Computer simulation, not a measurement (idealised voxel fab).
This is a process module. Its name is voxel transistor to metal.
The cross-section shown here is cut; it is 200 nm wide and divided into square cells measuring 5 nm on a side.
Throughout this document, each cross-section is represented as a grid of square cells and is presented as a sequence of bands enumerated from the top downward, where a band comprises one or more rows of cells. First you get the band's top height and its bottom height, in nm, and then the materials it's made of, left to right, with each width in nm. If you see a single material with "throughout", that one covers the band edge to edge. "air" is empty space. Heights from 0 (as-received wafer is one material below). Bottom band endless downward, as "top 0, no bottom". With a width like "30..40", each row of cells in the band differs from the next by the same amount, the top row carrying the first number and the bottom row the second. What does "changes: none" mean for a step? It means no cell of the cross-section changed in that step. If an empty space has no open way to the top and is at least 8 cells in size, "Closed void roster" lists it, written width x height at distance, where distance is measured from the left edge and every value is in nm. If you see something after the settings on a step's line, that's the simulator's own remark about that step. overlay nm: right-of-plan distance of the mask on a masked step; negative values mean left-of-plan.

# plan
- 1: op RECEIVE | material Si
- 2: op OXIDIZE | depth nm 5
- 3: op CONFORMAL_DEP | material SiN | thk nm 15
- 4: op MASKED_ETCH | tone cover | mask id ACTIVE | width nm 110 | etch materials SiN | depth nm 15 | overlay nm 0
- 5: op MASKED_ETCH | tone cover | mask id ACTIVE | width nm 110 | etch materials SiO2 | depth nm 5 | overlay nm 0
- 6: op MASKED_ETCH | tone cover | mask id ACTIVE | width nm 110 | etch materials Si | depth nm 25 | overlay nm 0
- 7: op FILL_DEP | material SiO2 | thk nm 5
- 8: op CMP | height nm 15
- 9: op SELECTIVE_ETCH | etch materials SiO2 | depth nm 10
- 10: op STRIP | etch materials SiN
- 11: op SELECTIVE_ETCH | etch materials SiO2 | depth nm 5
- 12: op OXIDIZE | depth nm 5
- 13: op DIRECTIONAL_DEP | material polySi | thk nm 20
- 14: op DIRECTIONAL_DEP | material SiCN | thk nm 15
- 15: op MASKED_ETCH | tone cover | mask id GATE | width nm 30 | etch materials SiCN | depth nm 25 | overlay nm 0
- 16: op MASKED_ETCH | tone cover | mask id GATE | width nm 30 | etch materials polySi | depth nm 30 | overlay nm 0
- 17: op CONFORMAL_DEP | material SiN | thk nm 10
- 18: op DIRECTIONAL_ETCH | etch materials SiN | depth nm 10
- 19: op DIRECTIONAL_ETCH | etch materials SiO2 | depth nm 5
- 20: op DIRECTIONAL_ETCH | etch materials Si | depth nm 10
- 21: op EPI | material SiGe | thk nm 10
- 22: op FILL_DEP | material SiO2 | thk nm 10
- 23: op CMP | height nm 15
- 24: op STRIP | etch materials polySi
- 25: op SELECTIVE_ETCH | etch materials SiO2 | depth nm 5
- 26: op CONFORMAL_DEP | material HfO2 | thk nm 5
- 27: op CONFORMAL_DEP | material TiN | thk nm 5
- 28: op FILL_DEP | material W | thk nm 10
- 29: op CMP | height nm 10
- 30: op DIRECTIONAL_DEP | material SiO2 | thk nm 15
- 31: op MASKED_ETCH | tone open | mask id CONTACT | width nm 20 | pitch nm 80 | etch materials SiO2 | depth nm 35 | overlay nm 0
- 32: op CONFORMAL_DEP | material TiN | thk nm 5
- 33: op FILL_DEP | material W | thk nm 5
- 34: op CMP | height nm 25
- 35: op DIRECTIONAL_DEP | material TiN | thk nm 5
- 36: op DIRECTIONAL_DEP | material W | thk nm 20
- 37: op DIRECTIONAL_DEP | material aC | thk nm 10
- 38: op PATTERN | tone cover | mask id METAL_1 | material resist | width nm 20 | pitch nm 80 | thk nm 25 | overlay nm 0
- 39: op DIRECTIONAL_ETCH | etch materials aC | depth nm 10
- 40: op STRIP | etch materials resist
- 41: op DIRECTIONAL_ETCH | etch materials W | depth nm 20
- 42: op DIRECTIONAL_ETCH | etch materials TiN | depth nm 5
- 43: op STRIP | etch materials aC
- 44: op CONFORMAL_DEP | material SiN | thk nm 5
- 45: op FILL_DEP | material SiO2 | thk nm 10
- 46: op CMP | height nm 50
- 47: op CONFORMAL_DEP | material SiN | thk nm 5

# Cross-section, incoming material, after step 1
	top 0, no bottom: Si throughout
	Closed void roster: none

# Same starting wafer, same plan as above, one mistake in the execution; this is the cross-section at the end of the module
	top 55, bottom 50: SiN throughout
	top 50, bottom 30: SiO2 (45)  SiN (5)  W (20)  SiN (5)  SiO2 (50)  SiN (5)  W (20)  SiN (5)  SiO2 (45)
	top 30, bottom 25: SiN (50)  TiN (20)  SiN (60)  TiN (20)  SiN (50)
	top 25, bottom 10: SiO2 (50)  TiN (5)  W (10)  TiN (5)  SiO2 (60)  TiN (5)  W (10)  TiN (5)  SiO2 (50)
	top 10, bottom 5: SiO2 (50)  TiN (5)  W (10)  TiN (5)  SiO2 (5)  SiN (10)  TiN (5)  W (20)  TiN (5)  SiN (10)  SiO2 (5)  TiN (5)  W (10)  TiN (5)  SiO2 (50)
	top 5, bottom 0: SiO2 (50)  TiN (20)  SiO2 (5)  SiN (10)  TiN (5)  W (20)  TiN (5)  SiN (10)  SiO2 (5)  TiN (20)  SiO2 (50)
	top 0, bottom -5: SiO2 (40)  SiN (10)  SiGe (10)  TiN (5)  SiGe (10)  SiN (10)  TiN (5)  W (20)  TiN (5)  SiN (10)  SiGe (10)  TiN (5)  SiGe (10)  SiN (10)  SiO2 (40)
	top -5, bottom -10: SiO2 (50)  SiGe (10)  TiN (5)  SiGe (10)  SiO2 (5)  TiN (40)  SiO2 (5)  SiGe (10)  TiN (5)  SiGe (10)  SiO2 (50)
	top -10, bottom -20: SiO2 (45)  Si (5)  SiGe (25)  Si (50)  SiGe (25)  Si (5)  SiO2 (45)
	top -20, bottom -30: SiO2 (45)  Si (110)  SiO2 (45)
	top -30, no bottom: Si throughout
	Closed void roster: none
What was the processing mistake? step 26 of the plan was omitted and not executed
